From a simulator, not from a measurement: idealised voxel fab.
Process module, titled voxel capacitor over wiring
The figure presents cross-section cut, which has a width of 175 nm and is divided into square cells with an edge length of 5 nm.
Cross-sections here: square-cell grids, written as top-down lists of bands, a band being one or more rows of cells. Top height, bottom height, nm. Materials left to right, width each, nm. Single material + "full width" = fills band edge to edge. "air" = empty. It should be noted that heights are counted from 0, beneath which the wafer as supplied is of one material throughout, and that the lowest band possesses no lower boundary but continues downward, as written in "from 0 down". The width entry "30->40" should be interpreted row by row: the top row of cells in the band takes the first number, the bottom row takes the second number, and the change between adjacent rows is uniform throughout. The designation "everything unchanged", where it is given for a processing step, indicates that no cell of the cross-section was altered in the course of that step. Heads up: "Closed voids list" only lists the empty pockets with no open path to the top that are 8 cells or more, and it writes them as width x height at distance, distance from the left edge, in nm. The remark found on a step's line after its settings is issued by the simulator itself and pertains to that step. The "overlay nm" setting may appear on a step's line; for a step that uses a mask, it gives how far to the right of its planned position the mask lay, and a negative value indicates the left.
# Intended process steps
1 RECEIVE: material Si
2 CONFORMAL_DEP: material SiO2, thk nm 15
3 DIRECTIONAL_DEP: material TiN, thk nm 5
4 DIRECTIONAL_DEP: material Ru, thk nm 20
5 DIRECTIONAL_DEP: material aC, thk nm 15
6 PATTERN: tone cover, mask id METAL_1, material resist, width nm 30, pitch nm 80, thk nm 35, overlay nm 0
7 DIRECTIONAL_ETCH: etch materials aC, depth nm 15
8 STRIP: etch materials resist
9 DIRECTIONAL_ETCH: etch materials Ru, depth nm 20
10 DIRECTIONAL_ETCH: etch materials TiN, depth nm 5
11 STRIP: etch materials aC
12 FILL_DEP: material lowk, thk nm 5
13 CMP: height nm 40
14 CONFORMAL_DEP: material SiCN, thk nm 5
15 DIRECTIONAL_DEP: material lowk, thk nm 20
16 DIRECTIONAL_DEP: material aC, thk nm 10
17 PATTERN: tone open, mask id PLUG_1, material resist, width nm 15, thk nm 25, overlay nm 0
18 DIRECTIONAL_ETCH: etch materials aC, depth nm 10
19 STRIP: etch materials resist
20 DIRECTIONAL_ETCH: etch materials lowk, depth nm 20
21 DIRECTIONAL_ETCH: etch materials SiCN, depth nm 5
22 STRIP: etch materials aC
23 CONFORMAL_DEP: material TiN, thk nm 5
24 FILL_DEP: material Ru, thk nm 5
25 CMP: height nm 65
26 DIRECTIONAL_DEP: material TiN, thk nm 10
27 DIRECTIONAL_DEP: material SiN, thk nm 5
28 DIRECTIONAL_DEP: material TiN, thk nm 10
29 DIRECTIONAL_DEP: material aC, thk nm 15
30 PATTERN: tone cover, mask id UPPER_PLATE, material resist, width nm 55, thk nm 30, overlay nm 0
31 DIRECTIONAL_ETCH: etch materials aC, depth nm 15
32 STRIP: etch materials resist
33 DIRECTIONAL_ETCH: etch materials TiN, depth nm 10
34 DIRECTIONAL_ETCH: etch materials SiN, depth nm 5
35 STRIP: etch materials aC
36 DIRECTIONAL_DEP: material aC, thk nm 10
37 PATTERN: tone cover, mask id LOWER_PLATE, material resist, width nm 65, thk nm 30, overlay nm 0
38 DIRECTIONAL_ETCH: etch materials aC, depth nm 10
39 STRIP: etch materials resist
40 DIRECTIONAL_ETCH: etch materials TiN, depth nm 10
41 STRIP: etch materials aC
42 FILL_DEP: material SiO2, thk nm 20
43 CMP: height nm 105
44 MASKED_ETCH: tone open, mask id PLUG_2, width nm 15, etch materials SiO2, depth nm 15, overlay nm 0
45 CONFORMAL_DEP: material TiN, thk nm 5
46 FILL_DEP: material Ru, thk nm 5
47 CMP: height nm 105
48 CONFORMAL_DEP: material SiCN, thk nm 5
# Here's what the wafer looked like in cross-section when it arrived - that's after step 1
* from 0 down: Si full width
* Closed voids list: none
# Figure: cross-sectional view of the wafer upon completion of the module, processed from the initial state and according to the plan depicted above, with one error introduced during execution
* from 110 to 105: SiCN full width
* from 105 to 95: SiO2 55 nm / TiN 5 nm / Ru 5 nm / TiN 5 nm / SiO2 105 nm
* from 95 to 90: SiO2 55 nm / TiN 15 nm / SiO2 105 nm
* from 90 to 80: SiO2 45 nm / TiN 55 nm / SiO2 75 nm
* from 80 to 75: SiO2 45 nm / SiN 55 nm / SiO2 75 nm
* from 75 to 65: SiO2 40 nm / TiN 65 nm / SiO2 70 nm
* from 65 to 60: SiCN 45 nm / TiN 15 nm / SiCN 115 nm
* from 60 to 40: SiCN full width
* from 40 to 20: lowk 30 nm / Ru 30 nm / lowk 50 nm / Ru 30 nm / lowk 35 nm
* from 20 to 15: lowk 30 nm / TiN 30 nm / lowk 50 nm / TiN 30 nm / lowk 35 nm
* from 15 to 0: SiO2 full width
* from 0 down: Si full width
* Closed voids list: none
What broke from the plan during processing? step 15 ran as: DIRECTIONAL_DEP: material SiCN, thk nm 20
